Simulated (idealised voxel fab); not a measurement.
process module | voxel self aligned vias
cross-section cut | 205 nm wide | cells 5 nm
A cross-section is a grid of square cells, given in bands from the top down. A band is one or more rows of cells.
Each band's line starts with the height of the band's top and of its bottom, in nm. Then come its materials from left to right, each with its width in nm. One material with "throughout" fills the band from edge to edge. "air" is empty space.
Height 0 is the level under which the wafer as received is all one material. The lowest band goes on downwards, as in "0 down".
A width such as "30 to 40" changes by the same amount from each row of cells to the next, from the band's top row to its bottom row.
"no change" after a step means that no cell of the cross-section changed.
closed voids: empty space of 8 cells or more with no open way to the top, each as width x height at its distance from the left edge, in nm
after a step's settings: what the simulator itself notes on the step
overlay nm, on a step with a mask: how far to the right of its planned place the mask lay; to the left if negative
plan
1 op RECEIVE | material Si
2 op CONFORMAL_DEP | material SiO2 | thk nm 10
3 op CONFORMAL_DEP | material SiCN | thk nm 5
4 op DIRECTIONAL_DEP | material lowk | thk nm 30
5 op MASKED_ETCH | tone open | mask id LINES | width nm 20 | pitch nm 65 | etch materials lowk | depth nm 30 | overlay nm 0
6 op CONFORMAL_DEP | material TiN | thk nm 5
7 op FILL_DEP | material W | thk nm 5
8 op CMP | height nm 45
9 op SELECTIVE_ETCH | etch materials W Ru TiN | depth nm 5
10 op FILL_DEP | material SiN | thk nm 5
11 op CMP | height nm 45
12 op DIRECTIONAL_DEP | material lowk | thk nm 15
13 op PATTERN | tone open | mask id VIAS | material resist | width nm 40 | pitch nm 65 | thk nm 20 | overlay nm 0
14 op DIRECTIONAL_ETCH | etch materials lowk | depth nm 15
15 op DIRECTIONAL_ETCH | etch materials SiN | depth nm 5
16 op STRIP | etch materials resist
17 op CONFORMAL_DEP | material TiN | thk nm 5
18 op FILL_DEP | material Cu | thk nm 10
19 op CMP | height nm 60
20 op CONFORMAL_DEP | material SiCN | thk nm 5
as received, after step 1
  0 down: Si throughout
  closed voids: none
first wafer at the end, as planned
  65 to 60: SiCN throughout
  60 to 50: lowk 15 | TiN 5 | Cu 30 | TiN 5 | lowk 25 | TiN 5 | Cu 30 | TiN 5 | lowk 25 | TiN 5 | Cu 30 | TiN 5 | lowk 20
  50 to 45: lowk 15 | TiN 15 | Cu 10 | TiN 15 | lowk 25 | TiN 15 | Cu 10 | TiN 15 | lowk 25 | TiN 15 | Cu 10 | TiN 15 | lowk 20
  45 to 40: lowk 25 | TiN 20 | lowk 45 | TiN 20 | lowk 45 | TiN 20 | lowk 30
  40 to 20: lowk 25 | TiN 5 | W 10 | TiN 5 | lowk 45 | TiN 5 | W 10 | TiN 5 | lowk 45 | TiN 5 | W 10 | TiN 5 | lowk 30
  20 to 15: lowk 25 | TiN 20 | lowk 45 | TiN 20 | lowk 45 | TiN 20 | lowk 30
  15 to 10: SiCN throughout
  10 to 0: SiO2 throughout
  0 down: Si throughout
  closed voids: none
second wafer at the end: like start, like plan, one mistake
  65 to 60: SiCN throughout
  60 to 50: lowk 15 | TiN 5 | Cu 30 | TiN 5 | lowk 25 | TiN 5 | Cu 30 | TiN 5 | lowk 25 | TiN 5 | Cu 30 | TiN 5 | lowk 20
  50 to 45: lowk 15 | TiN 20 | Cu 10 | TiN 10 | lowk 25 | TiN 20 | Cu 10 | TiN 10 | lowk 25 | TiN 20 | Cu 10 | TiN 10 | lowk 20
  45 to 40: lowk 30 | TiN 20 | lowk 45 | TiN 20 | lowk 45 | TiN 20 | lowk 25
  40 to 20: lowk 30 | TiN 5 | W 10 | TiN 5 | lowk 45 | TiN 5 | W 10 | TiN 5 | lowk 45 | TiN 5 | W 10 | TiN 5 | lowk 25
  20 to 15: lowk 30 | TiN 20 | lowk 45 | TiN 20 | lowk 45 | TiN 20 | lowk 25
  15 to 10: SiCN throughout
  10 to 0: SiO2 throughout
  0 down: Si throughout
  closed voids: none
what went wrong: step 5 ran as: op MASKED_ETCH | tone open | mask id LINES | width nm 20 | pitch nm 65 | etch materials lowk | depth nm 30 | overlay nm 5
at the end the second wafer has, in cells: as many of each material as the first, in other places
